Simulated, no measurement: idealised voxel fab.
Documented hereafter: the process module known as voxel released beams.
290 nm wide, 5 nm square cells: that's cross-section cut.
If you're reading a cross-section in this doc, picture square cells in a grid; it comes to you as bands, top ones listed first down to the bottom, and a band can be one or more rows of cells.
Within each band entry, the heights of the top and of the bottom of the band appear first, in that order and in nm; the materials of the band then follow from left to right, each with its corresponding width in nm. The designation "all across" on a single material indicates that it fills the band from edge to edge; the designation "blank" indicates empty space.
Where do heights start? At 0: under that level the wafer as delivered is made of one material only. And the lowest band has no floor; it just carries on downward, as in "0 -> down".
Top row gets the first number, bottom row gets the second, and each row in between changes by the same step: that is how a band width like "30->40" works.
Key: "remains unaltered" - step with no changed cell in the cross-section.
In the "Closed cavity list" entry, you get each enclosed empty space of 8 cells or more, one with no open way to the top, written width x height at distance, distance from the left edge, in nm.
Note: text after step settings on the step line = simulator remark on that step.
"overlay nm" answers the question of how far to the right of plan the mask lay on a step that has a mask, and when it is negative the answer is to the left.

**Planned process steps**
1 RECEIVE [material Si]
2 CONFORMAL_DEP [material SiN] [thk nm 5]
3 DIRECTIONAL_DEP [material SiO2] [thk nm 15]
4 DIRECTIONAL_DEP [material aC] [thk nm 10]
5 PATTERN [tone open] [mask id ANCHOR] [material resist] [width nm 35] [thk nm 25] [overlay nm 0]
6 DIRECTIONAL_ETCH [etch materials aC] [depth nm 10]
7 STRIP [etch materials resist]
8 DIRECTIONAL_ETCH [etch materials SiO2] [depth nm 15]
9 STRIP [etch materials aC]
10 CONFORMAL_DEP [material TiN] [thk nm 15]
11 PATTERN [tone cover] [mask id BEAM] [material resist] [width nm 85] [thk nm 20] [overlay nm 0]
12 DIRECTIONAL_ETCH [etch materials TiN] [depth nm 15]
13 STRIP [etch materials resist]
14 STRIP [etch materials SiO2]
Be aware that, although all wafers share a common starting state, the width nm at step 11 differs among them, and the plan displays the first wafer's value.

**Incoming state of the first of several wafers in cross-section: after step 1**
	0 -> down | Si all across
	Closed cavity list: none

**The figure below presents a cross-section of the first of several wafers at the conclusion of the module, following its last step, step 14**
	35 -> 20 | 100 nm blank / 15 nm TiN / 5 nm blank / 65 nm TiN / 105 nm blank
	20 -> 5 | 100 nm blank / 35 nm TiN / 155 nm blank
	5 -> 0 | SiN all across
	0 -> down | Si all across
	Closed cavity list: none

**Final wafer cross-section at module end**
	35 -> 20 | 90 nm blank / 25 nm TiN / 5 nm blank / 80 nm TiN / 90 nm blank
	20 -> 5 | 100 nm blank / 35 nm TiN / 155 nm blank
	5 -> 0 | SiN all across
	0 -> down | Si all across
	Closed cavity list: none

**The table below has one row for each wafer; a row shows, as of the end of the module, how many cells of each material the wafer has gained, marked (+), or lost, marked (-), since it was received, and then the wafer's closed voids**
width nm 85, +58 SiN, +69 TiN, Closed cavity list: none
width nm 90, +58 SiN, +72 TiN, Closed cavity list: none
width nm 95, +58 SiN, +75 TiN, Closed cavity list: none
width nm 100, +58 SiN, +78 TiN, Closed cavity list: none
width nm 105, +58 SiN, +81 TiN, Closed cavity list: none
width nm 110, +58 SiN, +84 TiN, Closed cavity list: none
